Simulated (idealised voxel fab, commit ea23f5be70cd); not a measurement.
The process module presented herein is designated voxel fin reveal.
FYI the section here is cut, 200 nm wide, cells are 5 nm squares.
A cross-section is a grid of square cells, given in bands from the top down. A band is one or more rows of cells.
In this notation a band is specified by the heights of its top and bottom, in that order and in nm, after which its materials appear from left to right, each paired with its width in nm. The word "throughout" attached to a single material means that material fills the band from edge to edge; the word "blank" stands for empty space.
Zero point of the height axis is 0; under it, received wafer = one material. Lowest band: continues down indefinitely, "0 nm and below".
The notation "30 to 40" denotes a width that varies across the rows of cells in the band, beginning at the first number in the top row, finishing at the second number in the bottom row, and changing by an identical amount from each row to the next.
"no modification" after a step means that no cell of the cross-section changed.
If an empty space has no open way to the top and is at least 8 cells in size, "Catalogued sealed voids" lists it, written width x height at distance, where distance is measured from the left edge and every value is in nm.
It should be noted that, on the line of a given step, the content following the step's settings is a remark produced by the simulator itself with respect to that step.
What "overlay nm" on a step's line means: if the step has a mask, that mask lay this far to the right of its planned place, or, when the value is negative, to the left.

-- So here's the lineup of process steps we planned
step 1: RECEIVE,material Si
step 2: CONFORMAL_DEP,material SiN,thk nm 5
step 3: DIRECTIONAL_DEP,material aC,thk nm 10
step 4: PATTERN,tone cover,mask id FINS,material resist,width nm 15,pitch nm 35,thk nm 30,overlay nm 0
step 5: DIRECTIONAL_ETCH,etch materials aC,depth nm 10
step 6: STRIP,etch materials resist
step 7: DIRECTIONAL_ETCH,etch materials SiN,depth nm 5
step 8: DIRECTIONAL_ETCH,etch materials Si,depth nm 35
step 9: STRIP,etch materials aC
step 10: OXIDIZE,depth nm 5
step 11: FILL_DEP,material SiO2,thk nm 5
step 12: CMP,height nm 5
step 13: SELECTIVE_ETCH,etch materials SiO2,depth nm 20
step 14: STRIP,etch materials SiN

-- Shown in cross-section is the wafer as received, that is, as it stands after step 1
- 0 nm and below = Si throughout
- Catalogued sealed voids: none

-- Same starting wafer, same plan as above, one mistake in the execution; this is the cross-section at the end of the module
- 0 nm to -15 nm = 45 blank / 10 Si / 25 blank / 10 Si / 25 blank / 10 Si / 25 blank / 10 Si / 40 blank
- -15 nm to -40 nm = 45 SiO2 / 10 Si / 25 SiO2 / 10 Si / 25 SiO2 / 10 Si / 25 SiO2 / 10 Si / 40 SiO2
- -40 nm and below = Si throughout
- Catalogued sealed voids: none
What was the processing mistake? step 4 was processed under conditions differing from the plan, specifically as PATTERN,tone cover,mask id FINS,material resist,width nm 20,pitch nm 35,thk nm 30,overlay nm 0
